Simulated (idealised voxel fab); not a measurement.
process module | voxel ribs on slabs
cross-section cut | 285 nm wide | cells 5 nm
A cross-section is a grid of square cells, given in bands from the top down. A band is one or more rows of cells.
Each band's line starts with the height of the band's top and of its bottom, in nm. Then come its materials from left to right, each with its width in nm. One material with "throughout" fills the band from edge to edge. "air" is empty space.
Height 0 is the level under which the wafer as received is all one material. The lowest band goes on downwards, as in "0 down".
A width such as "30 to 40" changes by the same amount from each row of cells to the next, from the band's top row to its bottom row.
"no change" after a step means that no cell of the cross-section changed.
closed voids: empty space of 8 cells or more with no open way to the top, each as width x height at its distance from the left edge, in nm
after a step's settings: what the simulator itself notes on the step
overlay nm, on a step with a mask: how far to the right of its planned place the mask lay; to the left if negative
plan
1 op RECEIVE | material Si
2 op DIRECTIONAL_DEP | material SiO2 | thk nm 30
3 op DIRECTIONAL_DEP | material SiN | thk nm 15
4 op DIRECTIONAL_DEP | material aC | thk nm 10
5 op PATTERN | tone cover | mask id RIB | material resist | width nm 15 | thk nm 25 | overlay nm 0
6 op DIRECTIONAL_ETCH | etch materials aC | depth nm 10
7 op STRIP | etch materials resist
8 op DIRECTIONAL_ETCH | etch materials SiN | depth nm 10
9 op STRIP | etch materials aC
10 op PATTERN | tone cover | mask id SLAB | material resist | width nm 45 | thk nm 15 | overlay nm 0
11 op DIRECTIONAL_ETCH | etch materials SiN | depth nm 5
12 op STRIP | etch materials resist
13 op FILL_DEP | material SiO2 | thk nm 25
14 op CMP | height nm 65
15 op DIRECTIONAL_DEP | material W | thk nm 5
16 op MASKED_ETCH | tone cover | mask id HEATER | width nm 25 | etch materials W | depth nm 5 | overlay nm 0
17 op CONFORMAL_DEP | material SiO2 | thk nm 5
first wafer, as planned
as received, after step 1
  0 down: Si throughout
  closed voids: none
after step 2
  30 to 0: SiO2 throughout
  below 0: unchanged
after step 3
  45 to 30: SiN throughout
  below 30: unchanged
after step 4
  55 to 45: aC throughout
  below 45: unchanged
after step 5
  80 to 55: air 135 | resist 15 | air 135
  below 55: unchanged
after step 6
  70 to 55: air 135 | resist 15 | air 135
  55 to 45: air 135 | aC 15 | air 135
  below 45: unchanged
after step 7
  55 to 45: air 135 | aC 15 | air 135
  below 45: unchanged
after step 8
  55 to 45: air 135 | aC 15 | air 135
  45 to 35: air 135 | SiN 15 | air 135
  below 35: unchanged
after step 9
  45 to 35: air 135 | SiN 15 | air 135
  below 35: unchanged
after step 10
  60 to 45: air 120 | resist 45 | air 120
  45 to 35: air 120 | resist 15 | SiN 15 | resist 15 | air 120
  below 35: unchanged
after step 11
  60 to 45: air 120 | resist 45 | air 120
  45 to 35: air 120 | resist 15 | SiN 15 | resist 15 | air 120
  35 to 30: air 120 | SiN 45 | air 120
  below 30: unchanged
after step 12
  45 to 35: air 135 | SiN 15 | air 135
  below 35: unchanged
after step 13
  70 to 45: SiO2 throughout
  45 to 35: SiO2 135 | SiN 15 | SiO2 135
  35 to 30: SiO2 120 | SiN 45 | SiO2 120
  below 30: unchanged
after step 14
  65 to 45: SiO2 throughout
  below 45: unchanged
after step 15
  70 to 65: W throughout
  below 65: unchanged
after step 16
  70 to 65: air 130 | W 25 | air 130
  below 65: unchanged
after step 17
  75 to 70: air 125 | SiO2 35 | air 125
  70 to 65: SiO2 130 | W 25 | SiO2 130
  below 65: unchanged
second wafer: like start, like plan, one mistake. Through step 9 it matches the first wafer
when step 10 should have ended
  60 to 45: air 110 | resist 45 | air 130
  45 to 35: air 110 | resist 25 | SiN 15 | resist 5 | air 130
  below 35: unchanged
when step 11 should have ended
  60 to 45: air 110 | resist 45 | air 130
  45 to 35: air 110 | resist 25 | SiN 15 | resist 5 | air 130
  35 to 30: air 110 | SiN 45 | air 130
  below 30: unchanged
when step 12 should have ended
  45 to 35: air 135 | SiN 15 | air 135
  below 35: unchanged
when step 13 should have ended
  70 to 45: SiO2 throughout
  45 to 35: SiO2 135 | SiN 15 | SiO2 135
  35 to 30: SiO2 110 | SiN 45 | SiO2 130
  below 30: unchanged
when step 14 should have ended
  65 to 45: SiO2 throughout
  below 45: unchanged
when step 15 should have ended
  70 to 65: W throughout
  below 65: unchanged
when step 16 should have ended
  70 to 65: air 130 | W 25 | air 130
  below 65: unchanged
when step 17 should have ended
  75 to 70: air 125 | SiO2 35 | air 125
  70 to 65: SiO2 130 | W 25 | SiO2 130
  below 65: unchanged
what went wrong: step 10 ran as: op PATTERN | tone cover | mask id SLAB | material resist | width nm 45 | thk nm 15 | overlay nm -10
at the end the second wafer has, in cells: as many of each material as the first, in other places
